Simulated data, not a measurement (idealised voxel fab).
Process module under the name voxel wiring stack
Pictured: cross-section cut, 195 nm wide, on a grid of 5 nm square cells.
Cross-section spec: square-cell grid; bands listed top down; each band is one or more rows. Within each band entry, the heights of the top and of the bottom of the band appear first, in that order and in nm; the materials of the band then follow from left to right, each with its corresponding width in nm. The designation "all across" on a single material indicates that it fills the band from edge to edge; the designation "air" indicates empty space. Convention: height 0 is the level below which the wafer, as received, is all one material. The lowest band does not terminate at the bottom but continues downward, represented as "0 down". With a width like "30->40", each row of cells in the band differs from the next by the same amount, the top row carrying the first number and the bottom row the second. The designation "changes: none", where it is given for a processing step, indicates that no cell of the cross-section was altered in the course of that step. This entry, "Closed void list", enumerates those empty regions of no fewer than 8 cells that possess no open connection to the top. Each region is reported in the form width x height at distance, the distance being taken from the left edge, with all three quantities expressed in nm. Text after the settings on a step's line: the simulator's own remark on that step. If you see "overlay nm" on a step's line and that step has a mask, it's telling you how far right of where it was planned the mask ended up; a negative number means it went left instead.
Here's what the planned process steps look like
- 1: RECEIVE (material Si)
- 2: CONFORMAL_DEP (material SiO2; thk nm 15)
- 3: DIRECTIONAL_DEP (material TiN; thk nm 5)
- 4: DIRECTIONAL_DEP (material Ru; thk nm 20)
- 5: PATTERN (tone cover; mask id METAL_1; material resist; width nm 20; pitch nm 45; thk nm 20; overlay nm 0)
- 6: DIRECTIONAL_ETCH (etch materials Ru; depth nm 20)
- 7: DIRECTIONAL_ETCH (etch materials TiN; depth nm 5)
- 8: STRIP (etch materials resist)
- 9: FILL_DEP (material lowk; thk nm 10)
- 10: CMP (height nm 40)
- 11: CONFORMAL_DEP (material SiCN; thk nm 5)
- 12: DIRECTIONAL_DEP (material lowk; thk nm 15)
- 13: DIRECTIONAL_DEP (material aC; thk nm 15)
- 14: PATTERN (tone open; mask id PLUG_1; material resist; width nm 15; pitch nm 45; thk nm 35; overlay nm 0)
- 15: DIRECTIONAL_ETCH (etch materials aC; depth nm 15)
- 16: STRIP (etch materials resist)
- 17: DIRECTIONAL_ETCH (etch materials lowk; depth nm 15)
- 18: DIRECTIONAL_ETCH (etch materials SiCN; depth nm 5)
- 19: STRIP (etch materials aC)
- 20: EPI (material Ru; thk nm 10)
- 21: EPI (material Ru; thk nm 10)
- 22: CONFORMAL_DEP (material SiN; thk nm 5)
- 23: DIRECTIONAL_DEP (material SiO2; thk nm 15)
- 24: DIRECTIONAL_DEP (material aC; thk nm 10)
- 25: PATTERN (tone open; mask id METAL_2; material resist; width nm 20; pitch nm 45; thk nm 30; overlay nm 0)
- 26: DIRECTIONAL_ETCH (etch materials aC; depth nm 10)
- 27: STRIP (etch materials resist)
- 28: DIRECTIONAL_ETCH (etch materials SiO2; depth nm 15)
- 29: DIRECTIONAL_ETCH (etch materials SiN; depth nm 5)
- 30: STRIP (etch materials aC)
- 31: CONFORMAL_DEP (material TiN; thk nm 5)
- 32: FILL_DEP (material Cu; thk nm 10)
- 33: CMP (height nm 80)
- 34: CONFORMAL_DEP (material SiCN; thk nm 5)
- 35: DIRECTIONAL_DEP (material lowk; thk nm 30)
- 36: DIRECTIONAL_DEP (material aC; thk nm 15)
- 37: PATTERN (tone open; mask id METAL_3; material resist; width nm 20; pitch nm 45; thk nm 35; overlay nm 0)
- 38: DIRECTIONAL_ETCH (etch materials aC; depth nm 15)
- 39: STRIP (etch materials resist)
- 40: DIRECTIONAL_ETCH (etch materials lowk; depth nm 15)
- 41: STRIP (etch materials aC)
- 42: MASKED_ETCH (tone open; mask id METAL_3_HOLES; width nm 15; pitch nm 45; etch materials lowk; depth nm 15; overlay nm 0)
- 43: MASKED_ETCH (tone open; mask id METAL_3_HOLES; width nm 15; pitch nm 45; etch materials SiCN; depth nm 5; overlay nm 0)
- 44: CONFORMAL_DEP (material TiN; thk nm 5)
- 45: FILL_DEP (material Cu; thk nm 5)
- 46: CMP (height nm 115)
- 47: CONFORMAL_DEP (material SiCN; thk nm 5)
- 48: DIRECTIONAL_DEP (material lowk; thk nm 10)
- 49: MASKED_ETCH (tone open; mask id PLUG_3; width nm 15; pitch nm 45; etch materials lowk; depth nm 10; overlay nm 0)
- 50: MASKED_ETCH (tone open; mask id PLUG_3; width nm 15; pitch nm 45; etch materials SiCN; depth nm 5; overlay nm 0)
- 51: CONFORMAL_DEP (material TiN; thk nm 5)
- 52: FILL_DEP (material Cu; thk nm 5)
- 53: CMP (height nm 130)
- 54: CONFORMAL_DEP (material SiCN; thk nm 5)
- 55: DIRECTIONAL_DEP (material SiO2; thk nm 25)
- 56: DIRECTIONAL_DEP (material aC; thk nm 10)
- 57: PATTERN (tone open; mask id METAL_4; material resist; width nm 20; pitch nm 45; thk nm 25; overlay nm 0)
- 58: DIRECTIONAL_ETCH (etch materials aC; depth nm 10)
- 59: STRIP (etch materials resist)
- 60: DIRECTIONAL_ETCH (etch materials SiO2; depth nm 25)
- 61: DIRECTIONAL_ETCH (etch materials SiCN; depth nm 5)
- 62: STRIP (etch materials aC)
- 63: CONFORMAL_DEP (material TiN; thk nm 5)
- 64: FILL_DEP (material Cu; thk nm 5)
- 65: CMP (height nm 160)
- 66: CONFORMAL_DEP (material SiCN; thk nm 5)
So this is the incoming wafer in cross-section - it's already been through step 1
> 0 down = Si all across
> Closed void list: none
Looking at the first of two wafers in cross-section at end of module - ran to plan
> 165 to 160 = SiCN all across
> 160 to 135 = SiO2 (40) | TiN (5) | Cu (10) | TiN (5) | SiO2 (25) | TiN (5) | Cu (10) | TiN (5) | SiO2 (25) | TiN (5) | Cu (10) | TiN (5) | SiO2 (45)
> 135 to 130 = SiCN (40) | TiN (20) | SiCN (25) | TiN (20) | SiCN (25) | TiN (20) | SiCN (45)
> 130 to 120 = lowk (40) | TiN (5) | Cu (5) | TiN (5) | lowk (30) | TiN (5) | Cu (5) | TiN (5) | lowk (30) | TiN (5) | Cu (5) | TiN (5) | lowk (50)
> 120 to 115 = SiCN (40) | TiN (15) | SiCN (30) | TiN (15) | SiCN (30) | TiN (15) | SiCN (50)
> 115 to 105 = lowk (40) | TiN (5) | Cu (10) | TiN (5) | lowk (25) | TiN (5) | Cu (10) | TiN (5) | lowk (25) | TiN (5) | Cu (10) | TiN (5) | lowk (45)
> 105 to 100 = lowk (40) | TiN (5) | Cu (5) | TiN (10) | lowk (25) | TiN (5) | Cu (5) | TiN (10) | lowk (25) | TiN (5) | Cu (5) | TiN (10) | lowk (45)
> 100 to 85 = lowk (40) | TiN (5) | Cu (5) | TiN (5) | lowk (30) | TiN (5) | Cu (5) | TiN (5) | lowk (30) | TiN (5) | Cu (5) | TiN (5) | lowk (50)
> 85 to 80 = SiCN (40) | TiN (15) | SiCN (30) | TiN (15) | SiCN (30) | TiN (15) | SiCN (50)
> 80 to 65 = SiO2 (40) | TiN (5) | Cu (10) | TiN (5) | SiO2 (25) | TiN (5) | Cu (10) | TiN (5) | SiO2 (25) | TiN (5) | Cu (10) | TiN (5) | SiO2 (45)
> 65 to 60 = SiN (40) | TiN (20) | SiN (25) | TiN (20) | SiN (25) | TiN (20) | SiN (45)
> 60 to 45 = lowk (40) | Ru (15) | lowk (30) | Ru (15) | lowk (30) | Ru (15) | lowk (50)
> 45 to 40 = SiCN (40) | Ru (15) | SiCN (30) | Ru (15) | SiCN (30) | Ru (15) | SiCN (50)
> 40 to 20 = lowk (40) | Ru (20) | lowk (25) | Ru (20) | lowk (25) | Ru (20) | lowk (45)
> 20 to 15 = lowk (40) | TiN (20) | lowk (25) | TiN (20) | lowk (25) | TiN (20) | lowk (45)
> 15 to 0 = SiO2 all across
> 0 down = Si all across
> Closed void list: none
Cross-sectional view: second of two wafers, end of module; start and plan identical to the first, one mistake in running
> 165 to 160 = SiCN all across
> 160 to 135 = SiO2 (40) | TiN (5) | Cu (10) | TiN (5) | SiO2 (25) | TiN (5) | Cu (10) | TiN (5) | SiO2 (25) | TiN (5) | Cu (10) | TiN (5) | SiO2 (45)
> 135 to 130 = SiCN (40) | TiN (20) | SiCN (25) | TiN (20) | SiCN (25) | TiN (20) | SiCN (45)
> 130 to 120 = lowk (40) | TiN (5) | Cu (5) | TiN (5) | lowk (30) | TiN (5) | Cu (5) | TiN (5) | lowk (30) | TiN (5) | Cu (5) | TiN (5) | lowk (50)
> 120 to 115 = SiCN (40) | TiN (15) | SiCN (30) | TiN (15) | SiCN (30) | TiN (15) | SiCN (50)
> 115 to 105 = lowk (40) | TiN (5) | Cu (10) | TiN (5) | lowk (25) | TiN (5) | Cu (10) | TiN (5) | lowk (25) | TiN (5) | Cu (10) | TiN (5) | lowk (45)
> 105 to 100 = lowk (40) | TiN (5) | Cu (5) | TiN (10) | lowk (25) | TiN (5) | Cu (5) | TiN (10) | lowk (25) | TiN (5) | Cu (5) | TiN (10) | lowk (45)
> 100 to 85 = lowk (40) | TiN (5) | Cu (5) | TiN (5) | lowk (30) | TiN (5) | Cu (5) | TiN (5) | lowk (30) | TiN (5) | Cu (5) | TiN (5) | lowk (50)
> 85 to 80 = SiCN (40) | TiN (15) | SiCN (30) | TiN (15) | SiCN (30) | TiN (15) | SiCN (50)
> 80 to 65 = SiO2 (40) | TiN (5) | Cu (10) | TiN (5) | SiO2 (25) | TiN (5) | Cu (10) | TiN (5) | SiO2 (25) | TiN (5) | Cu (10) | TiN (5) | SiO2 (45)
> 65 to 60 = SiN (40) | TiN (20) | SiN (25) | TiN (20) | SiN (25) | TiN (20) | SiN (45)
> 60 to 45 = lowk (40) | Ru (15) | lowk (30) | Ru (15) | lowk (30) | Ru (15) | lowk (50)
> 45 to 40 = SiCN (40) | Ru (15) | SiCN (30) | Ru (15) | SiCN (30) | Ru (15) | SiCN (50)
> 40 to 35 = lowk (40) | TiN (20) | lowk (25) | TiN (20) | lowk (25) | TiN (20) | lowk (45)
> 35 to 15 = Ru all across
> 15 to 0 = SiO2 all across
> 0 down = Si all across
> Closed void list: none
The mistake made against the process plan was this: ran 3 and 4 in swapped order versus the plan
Bottom line after processing is that, in cells, the second wafer is up or down on some materials versus the first: Ru: 108 more; lowk: 108 fewer
